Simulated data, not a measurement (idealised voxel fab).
A process module follows: voxel tone inversion.
Xsec cut, 280 nm wide, square cell size 5 nm.
A cross-section is a grid of square cells, given in bands from the top down. A band is one or more rows of cells.
Look at the band entry: it leads with the top's height and the bottom's height in nm. Then it lists the materials left to right, with a width in nm for each. The word "throughout" on a single material says that material fills the band edge to edge. The word "blank" is empty space.
Heights are expressed relative to 0, this being the level below which the as-received wafer comprises one material exclusively. The lowest band is unbounded in the downward direction and is denoted as in "top 0, no bottom".
Note: "30 to 40" means the width goes from the first number (top row of the band) to the second number (bottom row) in equal steps per row of cells.
Step note "nothing altered" = no cross-section cell changed.
Empty spaces without an open route to the top, at least 8 cells in extent, make up the entry "Enclosed cavity list"; each is given as width x height at distance, where the distance is measured from the left edge, and all are in nm.
Post-settings text on a step line: simulator's own remark regarding the step.
The line of a step may include "overlay nm". On a step with a mask, this value is how far to the right of its planned place the mask lay. A negative value means the mask lay to the left.

Process steps - plan:
1,RECEIVE | material Si
2,CONFORMAL_DEP | material SiCN | thk nm 10
3,DIRECTIONAL_DEP | material aC | thk nm 20
4,PATTERN | tone cover | mask id POSTS | material resist | width nm 15 | pitch nm 30 | thk nm 30 | overlay nm 0
5,DIRECTIONAL_ETCH | etch materials aC | depth nm 20
6,STRIP | etch materials resist
7,FILL_DEP | material SiO2 | thk nm 5
8,CMP | height nm 30
9,STRIP | etch materials aC

As-received wafer cross-section (after step 1):
* top 0, no bottom: Si throughout
* Enclosed cavity list: none

First of two wafers at the end of the module, shown in cross-section; run carried out as planned:
* top 30, bottom 10: SiO2 (100)  blank (15)  SiO2 (15)  blank (15)  SiO2 (15)  blank (15)  SiO2 (105)
* top 10, bottom 0: SiCN throughout
* top 0, no bottom: Si throughout
* Enclosed cavity list: none

Cross-section, second wafer: same start as the first, same plan as the first, one mistake in running it; taken at the end of the module:
* top 30, bottom 25: SiO2 throughout
* top 25, bottom 10: SiO2 (100)  aC (15)  SiO2 (15)  aC (15)  SiO2 (15)  aC (15)  SiO2 (105)
* top 10, bottom 0: SiCN throughout
* top 0, no bottom: Si throughout
* Enclosed cavity list: none
Deviation noted in wafer processing: step 3 went in with a setting other than planned; the actual run was DIRECTIONAL_DEP | material aC | thk nm 15
Wrapping up, a cell-based count of both wafers puts the second over or under the first for these materials: SiO2 +9; aC +27
